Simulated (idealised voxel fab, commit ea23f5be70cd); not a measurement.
process module | voxel gate over fins
Square cells of 5 nm make up the cross-section cut, whose width is 240 nm.
Just so we're on the same page, the cross-sections are grids of square cells, and they're listed out in bands top to bottom, each band one or more rows deep.
Band entry format. Leading values: height of top, height of bottom, nm. Remainder: materials in left-to-right order, each with its width in nm. Special words: "full width" on a single material, which then fills the band edge to edge; "empty", empty space.
Beneath 0, the wafer as received is one material, and that level is where height counting begins. The lowest band goes on downward without a bottom; it is written like "0 -> down".
You'd read "30 to 40" like this: the band's top row of cells is as wide as the first number, its bottom row is as wide as the second, and going down, every row changes width by the same amount as the row before did.
You'll sometimes find "no modifications" written for a step, and that's the way of saying that nowhere in the cross-section did a cell change during that step.
Entry "Voids, fully enclosed" = empty spaces >= 8 cells with no open way to the top; each as width x height at distance, distance from left edge, all nm.
Post-settings text on a step line: simulator's own remark regarding the step.
The setting "overlay nm" may be written on the line of a step. When the step uses a mask, the value reports how far to the right of the planned place the mask lay, and a negative value reports that it lay to the left.
Process steps foreseen in the plan
1 RECEIVE,material Si
2 CONFORMAL_DEP,material SiN,thk nm 5
3 MASKED_ETCH,tone cover,mask id FINS,width nm 15,pitch nm 40,etch materials SiN,depth nm 5,overlay nm 0
4 MASKED_ETCH,tone cover,mask id FINS,width nm 15,pitch nm 40,etch materials Si,depth nm 40,overlay nm 0
5 OXIDIZE,depth nm 5
6 FILL_DEP,material SiO2,thk nm 15
7 CMP,height nm 5
8 SELECTIVE_ETCH,etch materials SiO2,depth nm 15
9 STRIP,etch materials SiN
10 CONFORMAL_DEP,material HfO2,thk nm 5
11 CONFORMAL_DEP,material TiN,thk nm 5
12 FILL_DEP,material W,thk nm 10
13 CMP,height nm 15
14 CONFORMAL_DEP,material SiCN,thk nm 5
Here's what the wafer looked like in cross-section when it arrived - that's after step 1
* 0 -> down | Si full width
* Voids, fully enclosed: none
First of two wafers: cross-section at end of module, run per plan
* 20 -> 15 | SiCN full width
* 15 -> 10 | W full width
* 10 -> 5 | 45 W / 25 TiN / 15 W / 25 TiN / 15 W / 25 TiN / 15 W / 25 TiN / 50 W
* 5 -> 0 | 45 W / 5 TiN / 15 HfO2 / 5 TiN / 15 W / 5 TiN / 15 HfO2 / 5 TiN / 15 W / 5 TiN / 15 HfO2 / 5 TiN / 15 W / 5 TiN / 15 HfO2 / 5 TiN / 50 W
* 0 -> -5 | 50 TiN / 5 HfO2 / 5 Si / 5 HfO2 / 25 TiN / 5 HfO2 / 5 Si / 5 HfO2 / 25 TiN / 5 HfO2 / 5 Si / 5 HfO2 / 25 TiN / 5 HfO2 / 5 Si / 5 HfO2 / 55 TiN
* -5 -> -10 | 55 HfO2 / 5 Si / 35 HfO2 / 5 Si / 35 HfO2 / 5 Si / 35 HfO2 / 5 Si / 60 HfO2
* -10 -> -45 | 55 SiO2 / 5 Si / 35 SiO2 / 5 Si / 35 SiO2 / 5 Si / 35 SiO2 / 5 Si / 60 SiO2
* -45 -> down | Si full width
* Voids, fully enclosed: none
Cross-section, wafer two of two, end of module: same start and plan as wafer one, one error in execution
* 20 -> 15 | SiCN full width
* 15 -> 10 | W full width
* 10 -> 5 | 45 W / 25 TiN / 15 W / 25 TiN / 15 W / 25 TiN / 15 W / 25 TiN / 50 W
* 5 -> 0 | 35 W / 15 TiN / 15 HfO2 / 5 TiN / 5 W / 15 TiN / 15 HfO2 / 5 TiN / 5 W / 15 TiN / 15 HfO2 / 5 TiN / 5 W / 15 TiN / 15 HfO2 / 5 TiN / 50 W
* 0 -> -5 | 40 TiN / 15 HfO2 / 5 Si / 5 HfO2 / 15 TiN / 15 HfO2 / 5 Si / 5 HfO2 / 15 TiN / 15 HfO2 / 5 Si / 5 HfO2 / 15 TiN / 15 HfO2 / 5 Si / 5 HfO2 / 55 TiN
* -5 -> -10 | 45 HfO2 / 15 Si / 25 HfO2 / 15 Si / 25 HfO2 / 15 Si / 25 HfO2 / 15 Si / 60 HfO2
* -10 -> -45 | 45 SiO2 / 15 Si / 25 SiO2 / 15 Si / 25 SiO2 / 15 Si / 25 SiO2 / 15 Si / 60 SiO2
* -45 -> down | Si full width
* Voids, fully enclosed: none
Misprocessing identified: step 4 was run on a setting that differed from the plan, and what really ran there is MASKED_ETCH,tone cover,mask id FINS,width nm 15,pitch nm 40,etch materials Si,depth nm 40,overlay nm -10
Materials where the second wafer ends with more or fewer cells than the first: 64 more of Si; 56 fewer of SiO2; 8 fewer of W
